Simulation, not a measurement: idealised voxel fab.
The following process module bears the name voxel transistor to metal.
The cross-section shown here is cut; it is 300 nm wide and divided into square cells measuring 5 nm on a side.
A cross-section in this document is a grid of square cells, and it is written down as bands, the top band listed before the ones below it; a band is made up of one or more rows of cells. Quick guide to a band line: top height, bottom height (nm) up front; then every material left to right with its width in nm. Only one material and it's marked "full width"? Then it fills the band edge to edge. And "blank" just means empty space. Where do heights start? At 0: under that level the wafer as delivered is made of one material only. And the lowest band has no floor; it just carries on downward, as in "0 and below". With a width like "30->40", each row of cells in the band differs from the next by the same amount, the top row carrying the first number and the bottom row the second. "no modifications" means the step left every cell of the cross-section as it was. The list in "Closed void listing" covers empty spaces of 8 cells or more that cannot reach the top through any open way, and it gives each as width x height at distance; the distance is from the left edge, and width, height and distance are in nm. Step line, after settings: the simulator's comment on this step. "overlay nm" answers the question of how far to the right of plan the mask lay on a step that has a mask, and when it is negative the answer is to the left. Each pair of cross-sections that follows straddles one process step: the one shows the state before the step, the other the state after it, down to the lowest band that changed and no further. The step in question, and its settings, are given under the pair. Note that a pair is not necessarily a continuation of the pair above it, since pairs can come from different runs of this module on the same starting wafer; it is a continuation only where its entry headed "State on entry" says so.

# State on entry
    80 down to 75 = blank (25), Ru (30), blank (50), Ru (30), blank (30), Ru (30), blank (50), Ru (30), blank (25)
    75 down to 50 = lowk (30), TiN (5), Ru (10), TiN (5), lowk (60), TiN (5), Ru (10), TiN (5), lowk (40), TiN (5), Ru (10), TiN (5), lowk (60), TiN (5), Ru (10), TiN (5), lowk (30)
    50 down to 45 = SiN (30), TiN (20), SiN (60), TiN (20), SiN (40), TiN (20), SiN (60), TiN (20), SiN (30)
    45 down to 30 = SiO2 (30), TiN (5), W (25), TiN (5), SiO2 (30), TiN (5), W (25), TiN (5), SiO2 (40), TiN (5), W (25), TiN (5), SiO2 (30), TiN (5), W (25), TiN (5), SiO2 (30)
    30 down to 20 = SiO2 (30), TiN (5), W (25), TiN (5), SiN (5), SiCN (20), SiN (5), TiN (5), W (25), TiN (5), SiO2 (40), TiN (5), W (25), TiN (5), SiN (5), SiCN (20), SiN (5), TiN (5), W (25), TiN (5), SiO2 (30)
    20 down to 10 = SiO2 (30), TiN (5), W (25), TiN (5), SiN (5), polySi (20), SiN (5), TiN (5), W (25), TiN (5), SiO2 (40), TiN (5), W (25), TiN (5), SiN (5), polySi (20), SiN (5), TiN (5), W (25), TiN (5), SiO2 (30)
    10 down to 5 = SiO2 (30), TiN (5), W (10), TiN (20), SiN (5), polySi (20), SiN (5), TiN (20), W (10), TiN (5), SiO2 (40), TiN (5), W (10), TiN (20), SiN (5), polySi (20), SiN (5), TiN (20), W (10), TiN (5), SiO2 (30)
    5 down to 0 = SiO2 (30), TiN (5), W (10), TiN (5), SiGe (15), SiN (5), polySi (20), SiN (5), SiGe (15), TiN (5), W (10), TiN (5), SiO2 (40), TiN (5), W (10), TiN (5), SiGe (15), SiN (5), polySi (20), SiN (5), SiGe (15), TiN (5), W (10), TiN (5), SiO2 (30)
    0 down to -5 = SiO2 (20), SiN (5), SiO2 (5), TiN (5), W (10), TiN (5), SiGe (15), SiN (5), polySi (20), SiN (5), SiGe (15), TiN (5), W (10), TiN (5), SiO2 (5), SiN (5), SiO2 (20), SiN (5), SiO2 (5), TiN (5), W (10), TiN (5), SiGe (15), SiN (5), polySi (20), SiN (5), SiGe (15), TiN (5), W (10), TiN (5), SiO2 (5), SiN (5), SiO2 (20)
    -5 down to -10 = SiO2 (30), TiN (20), SiGe (15), SiO2 (30), SiGe (15), TiN (20), SiO2 (40), TiN (20), SiGe (15), SiO2 (30), SiGe (15), TiN (20), SiO2 (30)
    -10 down to -25 = SiO2 (25), SiGe (40), Si (30), SiGe (40), SiO2 (30), SiGe (40), Si (30), SiGe (40), SiO2 (25)
    -25 and below = Si full width
    Closed void listing: none

# Post-Process View
    115 down to 110 = blank (25), SiO2 (30), blank (50), SiO2 (30), blank (30), SiO2 (30), blank (50), SiO2 (30), blank (25)
    110 down to 80 = SiO2 full width
    80 down to 75 = SiO2 (25), Ru (30), SiO2 (50), Ru (30), SiO2 (30), Ru (30), SiO2 (50), Ru (30), SiO2 (25)
    Heights below 75 show no change.
    Closed void listing: none
The step that takes the structure from the upper cross-section to the lower one is DIRECTIONAL_DEP, material SiO2, thk nm 35

State on entry: starting point is the after cross-section of the pair just above.

# Post-Process View
    125 down to 120 = blank (25), aC (30), blank (50), aC (30), blank (30), aC (30), blank (50), aC (30), blank (25)
    120 down to 115 = aC full width
    115 down to 110 = aC (25), SiO2 (30), aC (50), SiO2 (30), aC (30), SiO2 (30), aC (50), SiO2 (30), aC (25)
    Heights below 110 show no change.
    Closed void listing: none
The step that takes the structure from the upper cross-section to the lower one is DIRECTIONAL_DEP, material aC, thk nm 10

State on entry: starting point is the after cross-section of the pair just above.

# Post-Process View
    155 down to 125 = resist (30), blank (20), resist (120), blank (20), resist (110)
    125 down to 120 = resist (25), aC (30), resist (50), aC (30), resist (30), aC (30), resist (50), aC (30), resist (25)
    Heights below 120 show no change.
    Closed void listing: none
The step that takes the structure from the upper cross-section to the lower one is PATTERN, tone open, mask id METAL_2, material resist, width nm 20, pitch nm 140, thk nm 30, overlay nm 0

State on entry: starting point is the after cross-section of the pair just above.

# Post-Process View
    145 down to 125 = resist (30), blank (20), resist (120), blank (20), resist (110)
    125 down to 120 = resist (25), aC (5), blank (20), aC (5), resist (50), aC (30), resist (30), aC (5), blank (20), aC (5), resist (50), aC (30), resist (25)
    120 down to 115 = aC (30), blank (20), aC (120), blank (20), aC (110)
    Heights below 115 show no change.
    Closed void listing: none
The step that takes the structure from the upper cross-section to the lower one is DIRECTIONAL_ETCH, etch materials aC, depth nm 10

State on entry: starting point is the after cross-section of the pair just above.

# Post-Process View
    125 down to 120 = blank (25), aC (5), blank (20), aC (5), blank (50), aC (30), blank (30), aC (5), blank (20), aC (5), blank (50), aC (30), blank (25)
    Heights below 120 show no change.
    Closed void listing: none
The step that takes the structure from the upper cross-section to the lower one is STRIP, etch materials resist

State on entry: starting point is the after cross-section of the pair just above.

# Post-Process View
    125 down to 120 = blank (25), aC (5), blank (20), aC (5), blank (50), aC (30), blank (30), aC (5), blank (20), aC (5), blank (50), aC (30), blank (25)
    120 down to 115 = aC (30), blank (20), aC (120), blank (20), aC (110)
    115 down to 110 = aC (25), SiO2 (5), blank (20), SiO2 (5), aC (50), SiO2 (30), aC (30), SiO2 (5), blank (20), SiO2 (5), aC (50), SiO2 (30), aC (25)
    110 down to 95 = SiO2 (30), blank (20), SiO2 (120), blank (20), SiO2 (110)
    Heights below 95 show no change.
    Closed void listing: none
The step that takes the structure from the upper cross-section to the lower one is DIRECTIONAL_ETCH, etch materials SiO2, depth nm 20

State on entry: starting point is the after cross-section of the pair just above.

# Post-Process View
    115 down to 110 = blank (25), SiO2 (5), blank (20), SiO2 (5), blank (50), SiO2 (30), blank (30), SiO2 (5), blank (20), SiO2 (5), blank (50), SiO2 (30), blank (25)
    Heights below 110 show no change.
    Closed void listing: none
The step that takes the structure from the upper cross-section to the lower one is STRIP, etch materials aC

State on entry: starting point is the after cross-section of the pair just above.

# Post-Process View
    135 down to 115 = resist (30), blank (15), resist (125), blank (15), resist (115)
    115 down to 110 = resist (25), SiO2 (5), blank (15), resist (5), SiO2 (5), resist (50), SiO2 (30), resist (30), SiO2 (5), blank (15), resist (5), SiO2 (5), resist (50), SiO2 (30), resist (25)
    110 down to 95 = SiO2 (30), blank (15), resist (5), SiO2 (120), blank (15), resist (5), SiO2 (110)
    Heights below 95 show no change.
    Closed void listing: none
The step that takes the structure from the upper cross-section to the lower one is PATTERN, tone open, mask id METAL_2_HOLES, material resist, width nm 15, pitch nm 140, thk nm 20, overlay nm 0

State on entry: starting point is the after cross-section of the pair just above.

# Post-Process View
    135 down to 115 = resist (30), blank (15), resist (125), blank (15), resist (115)
    115 down to 110 = resist (25), SiO2 (5), blank (15), resist (5), SiO2 (5), resist (50), SiO2 (30), resist (30), SiO2 (5), blank (15), resist (5), SiO2 (5), resist (50), SiO2 (30), resist (25)
    110 down to 95 = SiO2 (30), blank (15), resist (5), SiO2 (120), blank (15), resist (5), SiO2 (110)
    95 down to 80 = SiO2 (30), blank (15), SiO2 (125), blank (15), SiO2 (115)
    Heights below 80 show no change.
    Closed void listing: none
The step that takes the structure from the upper cross-section to the lower one is DIRECTIONAL_ETCH, etch materials SiO2, depth nm 15

State on entry: starting point is the after cross-section of the pair just above.

# Post-Process View
    115 down to 110 = blank (25), SiO2 (5), blank (20), SiO2 (5), blank (50), SiO2 (30), blank (30), SiO2 (5), blank (20), SiO2 (5), blank (50), SiO2 (30), blank (25)
    110 down to 95 = SiO2 (30), blank (20), SiO2 (120), blank (20), SiO2 (110)
    Heights below 95 show no change.
    Closed void listing: none
The step that takes the structure from the upper cross-section to the lower one is STRIP, etch materials resist

State on entry: starting point is the after cross-section of the pair just above.

# Post-Process View
    120 down to 115 = blank (20), TiN (15), blank (10), TiN (15), blank (40), TiN (40), blank (20), TiN (15), blank (10), TiN (15), blank (40), TiN (40), blank (20)
    115 down to 110 = TiN (25), SiO2 (5), TiN (5), blank (10), TiN (5), SiO2 (5), TiN (50), SiO2 (30), TiN (30), SiO2 (5), TiN (5), blank (10), TiN (5), SiO2 (5), TiN (50), SiO2 (30), TiN (25)
    110 down to 100 = SiO2 (30), TiN (5), blank (10), TiN (5), SiO2 (120), TiN (5), blank (10), TiN (5), SiO2 (110)
    100 down to 95 = SiO2 (30), TiN (5), blank (5), TiN (10), SiO2 (120), TiN (5), blank (5), TiN (10), SiO2 (110)
    95 down to 85 = SiO2 (30), TiN (5), blank (5), TiN (5), SiO2 (125), TiN (5), blank (5), TiN (5), SiO2 (115)
    85 down to 80 = SiO2 (30), TiN (15), SiO2 (125), TiN (15), SiO2 (115)
    Heights below 80 show no change.
    Closed void listing: none
The step that takes the structure from the upper cross-section to the lower one is CONFORMAL_DEP, material TiN, thk nm 5

State on entry: starting point is the after cross-section of the pair just above.

# Post-Process View
    125 down to 120 = Ru full width
    120 down to 115 = Ru (20), TiN (15), Ru (10), TiN (15), Ru (40), TiN (40), Ru (20), TiN (15), Ru (10), TiN (15), Ru (40), TiN (40), Ru (20)
    115 down to 110 = TiN (25), SiO2 (5), TiN (5), Ru (10), TiN (5), SiO2 (5), TiN (50), SiO2 (30), TiN (30), SiO2 (5), TiN (5), Ru (10), TiN (5), SiO2 (5), TiN (50), SiO2 (30), TiN (25)
    110 down to 100 = SiO2 (30), TiN (5), Ru (10), TiN (5), SiO2 (120), TiN (5), Ru (10), TiN (5), SiO2 (110)
    100 down to 95 = SiO2 (30), TiN (5), Ru (5), TiN (10), SiO2 (120), TiN (5), Ru (5), TiN (10), SiO2 (110)
    95 down to 85 = SiO2 (30), TiN (5), Ru (5), TiN (5), SiO2 (125), TiN (5), Ru (5), TiN (5), SiO2 (115)
    Heights below 85 show no change.
    Closed void listing: none
The step that takes the structure from the upper cross-section to the lower one is FILL_DEP, material Ru, thk nm 5

State on entry: starting point is the after cross-section of the pair just above.

# Post-Process View
    120 down to 115 = Ru (20), TiN (15), Ru (10), TiN (15), Ru (40), TiN (40), Ru (20), TiN (15), Ru (10), TiN (15), Ru (40), TiN (40), Ru (20)
    Heights below 115 show no change.
    Closed void listing: none
The step that takes the structure from the upper cross-section to the lower one is CMP, height nm 120

State on entry: starting point is the after cross-section of the pair just above.

# Post-Process View
    125 down to 120 = SiCN full width
    Heights below 120 show no change.
    Closed void listing: none
The step that takes the structure from the upper cross-section to the lower one is CONFORMAL_DEP, material SiCN, thk nm 5

# State on entry
    30 down to 20 = blank (65), SiN (5), SiCN (20), SiN (5), blank (110), SiN (5), SiCN (20), SiN (5), blank (65)
    20 down to 0 = blank (65), SiN (5), polySi (20), SiN (5), blank (110), SiN (5), polySi (20), SiN (5), blank (65)
    0 down to -5 = blank (20), SiN (5), blank (40), SiN (5), polySi (20), SiN (5), blank (40), SiN (5), blank (20), SiN (5), blank (40), SiN (5), polySi (20), SiN (5), blank (40), SiN (5), blank (20)
    -5 down to -10 = SiO2 (25), blank (40), SiO2 (30), blank (40), SiO2 (30), blank (40), SiO2 (30), blank (40), SiO2 (25)
    -10 down to -25 = SiO2 (25), blank (40), Si (30), blank (40), SiO2 (30), blank (40), Si (30), blank (40), SiO2 (25)
    -25 and below = Si full width
    Closed void listing: none

# Post-Process View
    30 down to 20 = blank (65), SiN (5), SiCN (20), SiN (5), blank (110), SiN (5), SiCN (20), SiN (5), blank (65)
    20 down to 0 = blank (65), SiN (5), polySi (20), SiN (5), blank (110), SiN (5), polySi (20), SiN (5), blank (65)
    0 down to -5 = blank (20), SiN (5), blank (40), SiN (5), polySi (20), SiN (5), blank (40), SiN (5), blank (20), SiN (5), blank (40), SiN (5), polySi (20), SiN (5), blank (40), SiN (5), blank (20)
    -5 down to -10 = SiO2 (25), blank (40), SiO2 (30), blank (40), SiO2 (30), blank (40), SiO2 (30), blank (40), SiO2 (25)
    -10 down to -25 = SiO2 (25), blank (40), Si (30), blank (40), SiO2 (30), blank (40), Si (30), blank (40), SiO2 (25)
    -25 down to -40 = Si (25), blank (40), Si (30), blank (40), Si (30), blank (40), Si (30), blank (40), Si (25)
    Heights below -40 show no change.
    Closed void listing: none
The step that takes the structure from the upper cross-section to the lower one is DIRECTIONAL_ETCH, etch materials Si, depth nm 15

State on entry: starting point is the after cross-section of the pair just above.

# Post-Process View
    30 down to 20 = blank (65), SiN (5), SiCN (20), SiN (5), blank (110), SiN (5), SiCN (20), SiN (5), blank (65)
    20 down to 5 = blank (65), SiN (5), polySi (20), SiN (5), blank (110), SiN (5), polySi (20), SiN (5), blank (65)
    5 down to 0 = blank (50), SiGe (15), SiN (5), polySi (20), SiN (5), SiGe (15), blank (80), SiGe (15), SiN (5), polySi (20), SiN (5), SiGe (15), blank (50)
    0 down to -5 = blank (20), SiN (5), blank (25), SiGe (15), SiN (5), polySi (20), SiN (5), SiGe (15), blank (25), SiN (5), blank (20), SiN (5), blank (25), SiGe (15), SiN (5), polySi (20), SiN (5), SiGe (15), blank (25), SiN (5), blank (20)
    -5 down to -10 = SiO2 (25), blank (25), SiGe (15), SiO2 (30), SiGe (15), blank (25), SiO2 (30), blank (25), SiGe (15), SiO2 (30), SiGe (15), blank (25), SiO2 (25)
    -10 down to -25 = SiO2 (25), SiGe (15), blank (10), SiGe (15), Si (30), SiGe (15), blank (10), SiGe (15), SiO2 (30), SiGe (15), blank (10), SiGe (15), Si (30), SiGe (15), blank (10), SiGe (15), SiO2 (25)
    -25 down to -40 = Si (25), SiGe (40), Si (30), SiGe (40), Si (30), SiGe (40), Si (30), SiGe (40), Si (25)
    Heights below -40 show no change.
    Closed void listing: none
The step that takes the structure from the upper cross-section to the lower one is EPI, material SiGe, thk nm 15

State on entry: starting point is the after cross-section of the pair just above.

# Post-Process View
    35 down to 30 = SiO2 full width
    30 down to 20 = SiO2 (65), SiN (5), SiCN (20), SiN (5), SiO2 (110), SiN (5), SiCN (20), SiN (5), SiO2 (65)
    20 down to 5 = SiO2 (65), SiN (5), polySi (20), SiN (5), SiO2 (110), SiN (5), polySi (20), SiN (5), SiO2 (65)
    5 down to 0 = SiO2 (50), SiGe (15), SiN (5), polySi (20), SiN (5), SiGe (15), SiO2 (80), SiGe (15), SiN (5), polySi (20), SiN (5), SiGe (15), SiO2 (50)
    0 down to -5 = SiO2 (20), SiN (5), SiO2 (25), SiGe (15), SiN (5), polySi (20), SiN (5), SiGe (15), SiO2 (25), SiN (5), SiO2 (20), SiN (5), SiO2 (25), SiGe (15), SiN (5), polySi (20), SiN (5), SiGe (15), SiO2 (25), SiN (5), SiO2 (20)
    -5 down to -10 = SiO2 (50), SiGe (15), SiO2 (30), SiGe (15), SiO2 (80), SiGe (15), SiO2 (30), SiGe (15), SiO2 (50)
    -10 down to -25 = SiO2 (25), SiGe (15), SiO2 (10), SiGe (15), Si (30), SiGe (15), SiO2 (10), SiGe (15), SiO2 (30), SiGe (15), SiO2 (10), SiGe (15), Si (30), SiGe (15), SiO2 (10), SiGe (15), SiO2 (25)
    Heights below -25 show no change.
    Closed void listing: none
The step that takes the structure from the upper cross-section to the lower one is FILL_DEP, material SiO2, thk nm 5

State on entry: starting point is the after cross-section of the pair just above.

# Post-Process View
    30 down to 20 = SiO2 (65), SiN (5), SiCN (20), SiN (5), SiO2 (110), SiN (5), SiCN (20), SiN (5), SiO2 (65)
    Heights below 20 show no change.
    Closed void listing: none
The step that takes the structure from the upper cross-section to the lower one is CMP, height nm 30

State on entry: starting point is the after cross-section of the pair just above.

# Post-Process View
    45 down to 30 = SiO2 full width
    Heights below 30 show no change.
    Closed void listing: none
The step that takes the structure from the upper cross-section to the lower one is DIRECTIONAL_DEP, material SiO2, thk nm 15

State on entry: starting point is the after cross-section of the pair just above.

# Post-Process View
    45 down to 30 = SiO2 (30), blank (35), SiO2 (30), blank (35), SiO2 (40), blank (35), SiO2 (30), blank (35), SiO2 (30)
    30 down to 20 = SiO2 (30), blank (35), SiN (5), SiCN (20), SiN (5), blank (35), SiO2 (40), blank (35), SiN (5), SiCN (20), SiN (5), blank (35), SiO2 (30)
    20 down to 5 = SiO2 (30), blank (35), SiN (5), polySi (20), SiN (5), blank (35), SiO2 (40), blank (35), SiN (5), polySi (20), SiN (5), blank (35), SiO2 (30)
    5 down to 0 = SiO2 (30), blank (20), SiGe (15), SiN (5), polySi (20), SiN (5), SiGe (15), blank (20), SiO2 (40), blank (20), SiGe (15), SiN (5), polySi (20), SiN (5), SiGe (15), blank (20), SiO2 (30)
    0 down to -5 = SiO2 (20), SiN (5), SiO2 (5), blank (20), SiGe (15), SiN (5), polySi (20), SiN (5), SiGe (15), blank (20), SiO2 (5), SiN (5), SiO2 (20), SiN (5), SiO2 (5), blank (20), SiGe (15), SiN (5), polySi (20), SiN (5), SiGe (15), blank (20), SiO2 (5), SiN (5), SiO2 (20)
    -5 down to -10 = SiO2 (30), blank (20), SiGe (15), SiO2 (30), SiGe (15), blank (20), SiO2 (40), blank (20), SiGe (15), SiO2 (30), SiGe (15), blank (20), SiO2 (30)
    Heights below -10 show no change.
    Closed void listing: none
The step that takes the structure from the upper cross-section to the lower one is MASKED_ETCH, tone open, mask id CONTACT, width nm 35, etch materials SiO2, depth nm 55, overlay nm 0

State on entry: starting point is the after cross-section of the pair just above.

# Post-Process View
    50 down to 45 = TiN (35), blank (25), TiN (40), blank (25), TiN (50), blank (25), TiN (40), blank (25), TiN (35)
    45 down to 30 = SiO2 (30), TiN (5), blank (25), TiN (5), SiO2 (30), TiN (5), blank (25), TiN (5), SiO2 (40), TiN (5), blank (25), TiN (5), SiO2 (30), TiN (5), blank (25), TiN (5), SiO2 (30)
    30 down to 20 = SiO2 (30), TiN (5), blank (25), TiN (5), SiN (5), SiCN (20), SiN (5), TiN (5), blank (25), TiN (5), SiO2 (40), TiN (5), blank (25), TiN (5), SiN (5), SiCN (20), SiN (5), TiN (5), blank (25), TiN (5), SiO2 (30)
    20 down to 10 = SiO2 (30), TiN (5), blank (25), TiN (5), SiN (5), polySi (20), SiN (5), TiN (5), blank (25), TiN (5), SiO2 (40), TiN (5), blank (25), TiN (5), SiN (5), polySi (20), SiN (5), TiN (5), blank (25), TiN (5), SiO2 (30)
    10 down to 5 = SiO2 (30), TiN (5), blank (10), TiN (20), SiN (5), polySi (20), SiN (5), TiN (20), blank (10), TiN (5), SiO2 (40), TiN (5), blank (10), TiN (20), SiN (5), polySi (20), SiN (5), TiN (20), blank (10), TiN (5), SiO2 (30)
    5 down to 0 = SiO2 (30), TiN (5), blank (10), TiN (5), SiGe (15), SiN (5), polySi (20), SiN (5), SiGe (15), TiN (5), blank (10), TiN (5), SiO2 (40), TiN (5), blank (10), TiN (5), SiGe (15), SiN (5), polySi (20), SiN (5), SiGe (15), TiN (5), blank (10), TiN (5), SiO2 (30)
    0 down to -5 = SiO2 (20), SiN (5), SiO2 (5), TiN (5), blank (10), TiN (5), SiGe (15), SiN (5), polySi (20), SiN (5), SiGe (15), TiN (5), blank (10), TiN (5), SiO2 (5), SiN (5), SiO2 (20), SiN (5), SiO2 (5), TiN (5), blank (10), TiN (5), SiGe (15), SiN (5), polySi (20), SiN (5), SiGe (15), TiN (5), blank (10), TiN (5), SiO2 (5), SiN (5), SiO2 (20)
    -5 down to -10 = SiO2 (30), TiN (20), SiGe (15), SiO2 (30), SiGe (15), TiN (20), SiO2 (40), TiN (20), SiGe (15), SiO2 (30), SiGe (15), TiN (20), SiO2 (30)
    Heights below -10 show no change.
    Closed void listing: none
The step that takes the structure from the upper cross-section to the lower one is CONFORMAL_DEP, material TiN, thk nm 5

State on entry: starting point is the after cross-section of the pair just above.

# Post-Process View
    55 down to 50 = W full width
    50 down to 45 = TiN (35), W (25), TiN (40), W (25), TiN (50), W (25), TiN (40), W (25), TiN (35)
    45 down to 30 = SiO2 (30), TiN (5), W (25), TiN (5), SiO2 (30), TiN (5), W (25), TiN (5), SiO2 (40), TiN (5), W (25), TiN (5), SiO2 (30), TiN (5), W (25), TiN (5), SiO2 (30)
    30 down to 20 = SiO2 (30), TiN (5), W (25), TiN (5), SiN (5), SiCN (20), SiN (5), TiN (5), W (25), TiN (5), SiO2 (40), TiN (5), W (25), TiN (5), SiN (5), SiCN (20), SiN (5), TiN (5), W (25), TiN (5), SiO2 (30)
    20 down to 10 = SiO2 (30), TiN (5), W (25), TiN (5), SiN (5), polySi (20), SiN (5), TiN (5), W (25), TiN (5), SiO2 (40), TiN (5), W (25), TiN (5), SiN (5), polySi (20), SiN (5), TiN (5), W (25), TiN (5), SiO2 (30)
    10 down to 5 = SiO2 (30), TiN (5), W (10), TiN (20), SiN (5), polySi (20), SiN (5), TiN (20), W (10), TiN (5), SiO2 (40), TiN (5), W (10), TiN (20), SiN (5), polySi (20), SiN (5), TiN (20), W (10), TiN (5), SiO2 (30)
    5 down to 0 = SiO2 (30), TiN (5), W (10), TiN (5), SiGe (15), SiN (5), polySi (20), SiN (5), SiGe (15), TiN (5), W (10), TiN (5), SiO2 (40), TiN (5), W (10), TiN (5), SiGe (15), SiN (5), polySi (20), SiN (5), SiGe (15), TiN (5), W (10), TiN (5), SiO2 (30)
    0 down to -5 = SiO2 (20), SiN (5), SiO2 (5), TiN (5), W (10), TiN (5), SiGe (15), SiN (5), polySi (20), SiN (5), SiGe (15), TiN (5), W (10), TiN (5), SiO2 (5), SiN (5), SiO2 (20), SiN (5), SiO2 (5), TiN (5), W (10), TiN (5), SiGe (15), SiN (5), polySi (20), SiN (5), SiGe (15), TiN (5), W (10), TiN (5), SiO2 (5), SiN (5), SiO2 (20)
    Heights below -5 show no change.
    Closed void listing: none
The step that takes the structure from the upper cross-section to the lower one is FILL_DEP, material W, thk nm 5

State on entry: starting point is the after cross-section of the pair just above.

# Post-Process View
    45 down to 30 = SiO2 (30), TiN (5), W (25), TiN (5), SiO2 (30), TiN (5), W (25), TiN (5), SiO2 (40), TiN (5), W (25), TiN (5), SiO2 (30), TiN (5), W (25), TiN (5), SiO2 (30)
    Heights below 30 show no change.
    Closed void listing: none
The step that takes the structure from the upper cross-section to the lower one is CMP, height nm 45

State on entry: starting point is the after cross-section of the pair just above.

# Post-Process View
    50 down to 45 = SiN full width
    Heights below 45 show no change.
    Closed void listing: none
The step that takes the structure from the upper cross-section to the lower one is CONFORMAL_DEP, material SiN, thk nm 5

State on entry: starting point is the after cross-section of the pair just above.

# Post-Process View
    75 down to 50 = lowk full width
    Heights below 50 show no change.
    Closed void listing: none
The step that takes the structure from the upper cross-section to the lower one is DIRECTIONAL_DEP, material lowk, thk nm 25

State on entry: starting point is the after cross-section of the pair just above.

# Post-Process View
    75 down to 50 = lowk (30), blank (20), lowk (60), blank (20), lowk (40), blank (20), lowk (60), blank (20), lowk (30)
    Heights below 50 show no change.
    Closed void listing: none
The step that takes the structure from the upper cross-section to the lower one is MASKED_ETCH, tone open, mask id METAL_1, width nm 20, etch materials lowk, depth nm 25, overlay nm 0

State on entry: starting point is the after cross-section of the pair just above.

# Post-Process View
    75 down to 50 = lowk (30), blank (20), lowk (60), blank (20), lowk (40), blank (20), lowk (60), blank (20), lowk (30)
    50 down to 45 = SiN (30), blank (20), SiN (60), blank (20), SiN (40), blank (20), SiN (60), blank (20), SiN (30)
    Heights below 45 show no change.
    Closed void listing: none
The step that takes the structure from the upper cross-section to the lower one is MASKED_ETCH, tone open, mask id METAL_1, width nm 20, etch materials SiN, depth nm 5, overlay nm 0

State on entry: starting point is the after cross-section of the pair just above.

# Post-Process View
    80 down to 75 = TiN (35), blank (10), TiN (70), blank (10), TiN (50), blank (10), TiN (70), blank (10), TiN (35)
    75 down to 50 = lowk (30), TiN (5), blank (10), TiN (5), lowk (60), TiN (5), blank (10), TiN (5), lowk (40), TiN (5), blank (10), TiN (5), lowk (60), TiN (5), blank (10), TiN (5), lowk (30)
    50 down to 45 = SiN (30), TiN (20), SiN (60), TiN (20), SiN (40), TiN (20), SiN (60), TiN (20), SiN (30)
    Heights below 45 show no change.
    Closed void listing: none
The step that takes the structure from the upper cross-section to the lower one is CONFORMAL_DEP, material TiN, thk nm 5

State on entry: starting point is the after cross-section of the pair just above.

# Post-Process View
    85 down to 80 = Ru full width
    80 down to 75 = TiN (35), Ru (10), TiN (70), Ru (10), TiN (50), Ru (10), TiN (70), Ru (10), TiN (35)
    75 down to 50 = lowk (30), TiN (5), Ru (10), TiN (5), lowk (60), TiN (5), Ru (10), TiN (5), lowk (40), TiN (5), Ru (10), TiN (5), lowk (60), TiN (5), Ru (10), TiN (5), lowk (30)
    Heights below 50 show no change.
    Closed void listing: none
The step that takes the structure from the upper cross-section to the lower one is FILL_DEP, material Ru, thk nm 5

State on entry: starting point is the after cross-section of the pair just above.

# Post-Process View
    75 down to 50 = lowk (30), TiN (5), Ru (10), TiN (5), lowk (60), TiN (5), Ru (10), TiN (5), lowk (40), TiN (5), Ru (10), TiN (5), lowk (60), TiN (5), Ru (10), TiN (5), lowk (30)
    Heights below 50 show no change.
    Closed void listing: none
The step that takes the structure from the upper cross-section to the lower one is CMP, height nm 75

State on entry: starting point is the after cross-section of the pair just above.

# Post-Process View
    80 down to 75 = blank (25), Ru (30), blank (50), Ru (30), blank (30), Ru (30), blank (50), Ru (30), blank (25)
    Heights below 75 show no change.
    Closed void listing: none
The step that takes the structure from the upper cross-section to the lower one is EPI, material Ru, thk nm 5

State on entry: starting point is the after cross-section of the pair just above.

# Post-Process View
    85 down to 80 = SiCN full width
    80 down to 75 = SiCN (25), Ru (30), SiCN (50), Ru (30), SiCN (30), Ru (30), SiCN (50), Ru (30), SiCN (25)
    Heights below 75 show no change.
    Closed void listing: none
The step that takes the structure from the upper cross-section to the lower one is FILL_DEP, material SiCN, thk nm 5

State on entry: starting point is the after cross-section of the pair just above.

# Post-Process View
    120 down to 85 = SiO2 full width
    Heights below 85 show no change.
    Closed void listing: none
The step that takes the structure from the upper cross-section to the lower one is DIRECTIONAL_DEP, material SiO2, thk nm 35

State on entry: starting point is the after cross-section of the pair just above.

# Post-Process View
    130 down to 120 = aC full width
    Heights below 120 show no change.
    Closed void listing: none
The step that takes the structure from the upper cross-section to the lower one is DIRECTIONAL_DEP, material aC, thk nm 10

State on entry: starting point is the after cross-section of the pair just above.

# Post-Process View
    160 down to 130 = resist (30), blank (20), resist (120), blank (20), resist (110)
    Heights below 130 show no change.
    Closed void listing: none
The step that takes the structure from the upper cross-section to the lower one is PATTERN, tone open, mask id METAL_2, material resist, width nm 20, pitch nm 140, thk nm 30, overlay nm 0

State on entry: starting point is the after cross-section of the pair just above.

# Post-Process View
    150 down to 130 = resist (30), blank (20), resist (120), blank (20), resist (110)
    130 down to 120 = aC (30), blank (20), aC (120), blank (20), aC (110)
    Heights below 120 show no change.
    Closed void listing: none
The step that takes the structure from the upper cross-section to the lower one is DIRECTIONAL_ETCH, etch materials aC, depth nm 10

State on entry: starting point is the after cross-section of the pair just above.

# Post-Process View
    130 down to 120 = aC (30), blank (20), aC (120), blank (20), aC (110)
    Heights below 120 show no change.
    Closed void listing: none
The step that takes the structure from the upper cross-section to the lower one is STRIP, etch materials resist

State on entry: starting point is the after cross-section of the pair just above.

# Post-Process View
    130 down to 120 = aC (30), blank (20), aC (120), blank (20), aC (110)
    120 down to 100 = SiO2 (30), blank (20), SiO2 (120), blank (20), SiO2 (110)
    Heights below 100 show no change.
    Closed void listing: none
The step that takes the structure from the upper cross-section to the lower one is DIRECTIONAL_ETCH, etch materials SiO2, depth nm 20

State on entry: starting point is the after cross-section of the pair just above.

# Post-Process View
    120 down to 100 = SiO2 (30), blank (20), SiO2 (120), blank (20), SiO2 (110)
    Heights below 100 show no change.
    Closed void listing: none
The step that takes the structure from the upper cross-section to the lower one is STRIP, etch materials aC

State on entry: starting point is the after cross-section of the pair just above.

# Post-Process View
    140 down to 120 = resist (30), blank (15), resist (125), blank (15), resist (115)
    120 down to 100 = SiO2 (30), blank (15), resist (5), SiO2 (120), blank (15), resist (5), SiO2 (110)
    Heights below 100 show no change.
    Closed void listing: none
The step that takes the structure from the upper cross-section to the lower one is PATTERN, tone open, mask id METAL_2_HOLES, material resist, width nm 15, pitch nm 140, thk nm 20, overlay nm 0

State on entry: starting point is the after cross-section of the pair just above.

# Post-Process View
    140 down to 120 = resist (30), blank (15), resist (125), blank (15), resist (115)
    120 down to 100 = SiO2 (30), blank (15), resist (5), SiO2 (120), blank (15), resist (5), SiO2 (110)
    100 down to 85 = SiO2 (30), blank (15), SiO2 (125), blank (15), SiO2 (115)
    Heights below 85 show no change.
    Closed void listing: none
The step that takes the structure from the upper cross-section to the lower one is DIRECTIONAL_ETCH, etch materials SiO2, depth nm 15
